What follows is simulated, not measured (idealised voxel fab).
process module | voxel capacitor over wiring
cross-section cut | 160 nm wide | cells 5 nm
A cross-section is a grid of square cells, given in bands from the top down. A band is one or more rows of cells.
Each band's line starts with the height of the band's top and of its bottom, in nm. Then come its materials from left to right, each with its width in nm. One material with "throughout" fills the band from edge to edge. "air" is empty space.
Height 0 is the level under which the wafer as received is all one material. The lowest band goes on downwards, as in "0 down".
A width such as "30 to 40" changes by the same amount from each row of cells to the next, from the band's top row to its bottom row.
"no change" after a step means that no cell of the cross-section changed.
closed voids: empty space of 8 cells or more with no open way to the top, each as width x height at its distance from the left edge, in nm
after a step's settings: what the simulator itself notes on the step
overlay nm, on a step with a mask: how far to the right of its planned place the mask lay; to the left if negative
plan
1 op RECEIVE | material Si
2 op CONFORMAL_DEP | material SiO2 | thk nm 15
3 op CONFORMAL_DEP | material SiN | thk nm 5
4 op DIRECTIONAL_DEP | material lowk | thk nm 20
5 op DIRECTIONAL_DEP | material aC | thk nm 10
6 op PATTERN | tone open | mask id METAL_1 | material resist | width nm 30 | pitch nm 95 | thk nm 30 | overlay nm 0
7 op DIRECTIONAL_ETCH | etch materials aC | depth nm 10
8 op STRIP | etch materials resist
9 op DIRECTIONAL_ETCH | etch materials lowk | depth nm 20
10 op DIRECTIONAL_ETCH | etch materials SiN | depth nm 5
11 op STRIP | etch materials aC
12 op CONFORMAL_DEP | material TiN | thk nm 5
13 op FILL_DEP | material W | thk nm 10
14 op CMP | height nm 40
15 op CONFORMAL_DEP | material SiCN | thk nm 5
16 op DIRECTIONAL_DEP | material SiO2 | thk nm 10
17 op DIRECTIONAL_DEP | material aC | thk nm 15
18 op PATTERN | tone open | mask id PLUG_1 | material resist | width nm 15 | thk nm 35 | overlay nm 0
19 op DIRECTIONAL_ETCH | etch materials aC | depth nm 15
20 op STRIP | etch materials resist
21 op DIRECTIONAL_ETCH | etch materials SiO2 | depth nm 10
22 op DIRECTIONAL_ETCH | etch materials SiCN | depth nm 5
23 op STRIP | etch materials aC
24 op CONFORMAL_DEP | material TiN | thk nm 5
25 op FILL_DEP | material W | thk nm 5
26 op CMP | height nm 55
27 op DIRECTIONAL_DEP | material TiN | thk nm 5
28 op DIRECTIONAL_DEP | material HfO2 | thk nm 5
29 op DIRECTIONAL_DEP | material TiN | thk nm 10
30 op PATTERN | tone cover | mask id UPPER_PLATE | material resist | width nm 70 | thk nm 15 | overlay nm 0
31 op DIRECTIONAL_ETCH | etch materials TiN | depth nm 10
32 op DIRECTIONAL_ETCH | etch materials HfO2 | depth nm 5
33 op STRIP | etch materials resist
34 op DIRECTIONAL_DEP | material aC | thk nm 10
35 op PATTERN | tone cover | mask id LOWER_PLATE | material resist | width nm 80 | thk nm 30 | overlay nm 0
36 op DIRECTIONAL_ETCH | etch materials aC | depth nm 10
37 op STRIP | etch materials resist
38 op DIRECTIONAL_ETCH | etch materials TiN | depth nm 5
39 op STRIP | etch materials aC
40 op FILL_DEP | material SiO2 | thk nm 15
41 op CMP | height nm 85
42 op DIRECTIONAL_DEP | material aC | thk nm 15
43 op PATTERN | tone open | mask id PLUG_2 | material resist | width nm 15 | thk nm 35 | overlay nm 0
44 op DIRECTIONAL_ETCH | etch materials aC | depth nm 15
45 op STRIP | etch materials resist
46 op DIRECTIONAL_ETCH | etch materials SiO2 | depth nm 10
47 op STRIP | etch materials aC
48 op CONFORMAL_DEP | material TiN | thk nm 5
49 op FILL_DEP | material Cu | thk nm 10
50 op CMP | height nm 85
51 op CONFORMAL_DEP | material SiCN | thk nm 5
as received, after step 1
  0 down: Si throughout
  closed voids: none
a wafer at the end: this start, this plan, one mistake
  90 to 85: SiCN throughout
  85 to 80: SiO2 40 | TiN 5 | Cu 5 | TiN 5 | SiO2 105
  80 to 75: SiO2 40 | TiN 15 | SiO2 105
  75 to 65: SiO2 30 | TiN 70 | SiO2 60
  65 to 60: SiO2 30 | HfO2 70 | SiO2 60
  60 to 55: SiO2 25 | TiN 80 | SiO2 55
  55 to 45: SiO2 30 | TiN 5 | W 5 | TiN 5 | SiO2 115
  45 to 40: SiCN 30 | TiN 15 | SiCN 115
  40 to 35: lowk 15 | TiN 5 | W 20 | TiN 5 | lowk 65 | TiN 5 | W 20 | TiN 5 | lowk 20
  35 to 30: SiN 15 | TiN 30 | SiN 65 | TiN 30 | SiN 20
  30 to 0: SiO2 throughout
  0 down: Si throughout
  closed voids: none
what went wrong: step 2 was run twice
